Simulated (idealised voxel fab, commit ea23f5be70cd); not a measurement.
Documented hereafter: the process module known as voxel double patterning.
In the cross-section labelled cut, the width is 280 nm and each square cell is 5 nm.
Cross-section format: a grid of square cells, given as bands from top to bottom; each band is one or more rows of cells.
Top height, bottom height, nm. Materials left to right, width each, nm. Single material + "throughout" = fills band edge to edge. "air" = empty.
Counting heights begins at 0, where everything beneath is, in the wafer as received, one material. The lowest band has no bottom; it goes on downwards, as "0..down" shows.
With a width like "30 to 40", each row of cells in the band differs from the next by the same amount, the top row carrying the first number and the bottom row the second.
Any step labelled "remained the same" changed none of the cells in the cross-section.
"Fully sealed voids": empty spaces of 8 cells or more with no open way to the top, each given as width x height at distance, distance from the left edge, all in nm.
Past the settings on a step's line: simulator remark, on that step.
overlay nm: for a step with a mask, the amount by which the mask lay right of where it was planned; a negative amount means left of it.

**The planned process steps are enumerated hereunder**
1: RECEIVE: material Si
2: CONFORMAL_DEP: material SiO2, thk nm 5
3: DIRECTIONAL_DEP: material TiN, thk nm 20
4: DIRECTIONAL_DEP: material SiCN, thk nm 5
5: PATTERN: tone open, mask id FIRST, material resist, width nm 15, pitch nm 50, thk nm 15, overlay nm 0
6: DIRECTIONAL_ETCH: etch materials SiCN, depth nm 5
7: STRIP: etch materials resist
8: PATTERN: tone open, mask id SECOND, material resist, width nm 15, thk nm 15, overlay nm 0
9: DIRECTIONAL_ETCH: etch materials SiCN, depth nm 5
10: STRIP: etch materials resist
11: DIRECTIONAL_ETCH: etch materials TiN, depth nm 20
12: STRIP: etch materials SiCN

**The first of a set of two wafers, run to plan**

**Incoming wafer, cross-sectional view, post step 1**
  0..down = Si throughout
  Fully sealed voids: none

**Wafer xsec, post step 2**
  5..0 = SiO2 throughout
  For the remainder of the cross-section, below 0, there is no change.

**Wafer xsec, post step 3**
  25..5 = TiN throughout
  For the remainder of the cross-section, below 5, there is no change.

**Wafer xsec, post step 4**
  30..25 = SiCN throughout
  For the remainder of the cross-section, below 25, there is no change.

**Wafer xsec, post step 5**
  45..30 = 105 of resist, then 15 of air, then 35 of resist, then 15 of air, then 110 of resist
  For the remainder of the cross-section, below 30, there is no change.

**Wafer xsec, post step 6**
  45..30 = 105 of resist, then 15 of air, then 35 of resist, then 15 of air, then 110 of resist
  30..25 = 105 of SiCN, then 15 of air, then 35 of SiCN, then 15 of air, then 110 of SiCN
  For the remainder of the cross-section, below 25, there is no change.

**Wafer xsec, post step 7**
  30..25 = 105 of SiCN, then 15 of air, then 35 of SiCN, then 15 of air, then 110 of SiCN
  For the remainder of the cross-section, below 25, there is no change.

**Wafer xsec, post step 8**
  45..30 = 130 of resist, then 15 of air, then 135 of resist
  30..25 = 105 of SiCN, then 15 of resist, then 35 of SiCN, then 15 of resist, then 110 of SiCN
  For the remainder of the cross-section, below 25, there is no change.

**Wafer xsec, post step 9**
  45..30 = 130 of resist, then 15 of air, then 135 of resist
  30..25 = 105 of SiCN, then 15 of resist, then 10 of SiCN, then 15 of air, then 10 of SiCN, then 15 of resist, then 110 of SiCN
  For the remainder of the cross-section, below 25, there is no change.

**Wafer xsec, post step 10**
  30..25 = 105 of SiCN, then 15 of air, then 10 of SiCN, then 15 of air, then 10 of SiCN, then 15 of air, then 110 of SiCN
  For the remainder of the cross-section, below 25, there is no change.

**Wafer xsec, post step 11**
  30..25 = 105 of SiCN, then 15 of air, then 10 of SiCN, then 15 of air, then 10 of SiCN, then 15 of air, then 110 of SiCN
  25..5 = 105 of TiN, then 15 of air, then 10 of TiN, then 15 of air, then 10 of TiN, then 15 of air, then 110 of TiN
  For the remainder of the cross-section, below 5, there is no change.

**Wafer xsec, post step 12**
  25..5 = 105 of TiN, then 15 of air, then 10 of TiN, then 15 of air, then 10 of TiN, then 15 of air, then 110 of TiN
  For the remainder of the cross-section, below 5, there is no change.

**Wafer two: like wafer one in start and plan, but with one mistake in execution; identical up to and including step 10**

**Cross-sectional view of the second wafer at the intended end time of process step 11**
  30..25 = 105 of SiCN, then 15 of air, then 10 of SiCN, then 15 of air, then 10 of SiCN, then 15 of air, then 110 of SiCN
  25..15 = 105 of TiN, then 15 of air, then 10 of TiN, then 15 of air, then 10 of TiN, then 15 of air, then 110 of TiN
  For the remainder of the cross-section, below 15, there is no change.

**Cross-sectional view of the second wafer at the intended end time of process step 12**
  25..15 = 105 of TiN, then 15 of air, then 10 of TiN, then 15 of air, then 10 of TiN, then 15 of air, then 110 of TiN
  For the remainder of the cross-section, below 15, there is no change.
Run error: step 11 did not happen as planned, as run it was DIRECTIONAL_ETCH: etch materials TiN, depth nm 10
It is noted that, at the conclusion of processing, the second wafer exhibits a higher or lower cell count for certain materials relative to the first: 18 more of TiN
